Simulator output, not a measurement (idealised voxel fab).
The name of this process module is voxel lift off.
Pictured: cross-section cut, 195 nm wide, on a grid of 5 nm square cells.
Think of the cross-section as a grid of square cells. We describe it in bands, top to bottom, and each band covers one or more rows of those cells. Top height, bottom height, nm. Materials left to right, width each, nm. Single material + "edge to edge" = fills band edge to edge. "air" = empty. Where do heights start? At 0: under that level the wafer as delivered is made of one material only. And the lowest band has no floor; it just carries on downward, as in "0 and below". With a width like "30..40", each row of cells in the band differs from the next by the same amount, the top row carrying the first number and the bottom row the second. "left unchanged", as given for a step, is the statement that not any cell of the cross-section underwent a change during that step. Each empty space that has no open way to the top and spans at least 8 cells appears under "Enclosed cavities" as width x height at distance, the distance counted from the left edge, all in nm. Whatever follows a step's settings on its line is a remark the simulator itself makes about that step. "overlay nm", when on a step's line for a step with a mask, measures how far to the right of its planned place the mask lay; a negative measure means to the left.
### The process steps that were planned are listed below
step 1: RECEIVE (material Si)
step 2: CONFORMAL_DEP (material SiO2; thk nm 10)
step 3: PATTERN (tone open; mask id LINES; material resist; width nm 15; pitch nm 40; thk nm 25; overlay nm 0)
step 4: DIRECTIONAL_DEP (material Ru; thk nm 15)
step 5: STRIP (etch materials resist)
step 6: CONFORMAL_DEP (material SiO2; thk nm 10)
The wafers in this document start out alike and differ in the width nm applied at step 3; the plan shows the value used for the first wafer.
### first wafer as received, after step 1
  0 and below  Si edge to edge
  Enclosed cavities: none
### first wafer at the end, after step 6
  35 down to 25  air 60 nm | SiO2 35 nm | air 5 nm | SiO2 35 nm | air 60 nm
  25 down to 20  air 60 nm | SiO2 10 nm | Ru 15 nm | SiO2 10 nm | air 5 nm | SiO2 10 nm | Ru 15 nm | SiO2 10 nm | air 60 nm
  20 down to 10  SiO2 70 nm | Ru 15 nm | SiO2 25 nm | Ru 15 nm | SiO2 70 nm
  10 down to 0  SiO2 edge to edge
  0 and below  Si edge to edge
  Enclosed cavities: none
### The module's end: a cross-section of the last wafer
  35 down to 25  air 55 nm | SiO2 85 nm | air 55 nm
  25 down to 20  air 55 nm | SiO2 10 nm | Ru 25 nm | SiO2 15 nm | Ru 25 nm | SiO2 10 nm | air 55 nm
  20 down to 10  SiO2 65 nm | Ru 25 nm | SiO2 15 nm | Ru 25 nm | SiO2 65 nm
  10 down to 0  SiO2 edge to edge
  0 and below  Si edge to edge
  Enclosed cavities: none
### End of module, by wafer: material-by-material cell gain (+) or loss (-) since receipt, then closed voids
width nm 15 | +18 Ru | +180 SiO2 | Enclosed cavities: none
width nm 20 | +24 Ru | +180 SiO2 | Enclosed cavities: none
width nm 25 | +30 Ru | +177 SiO2 | Enclosed cavities: none
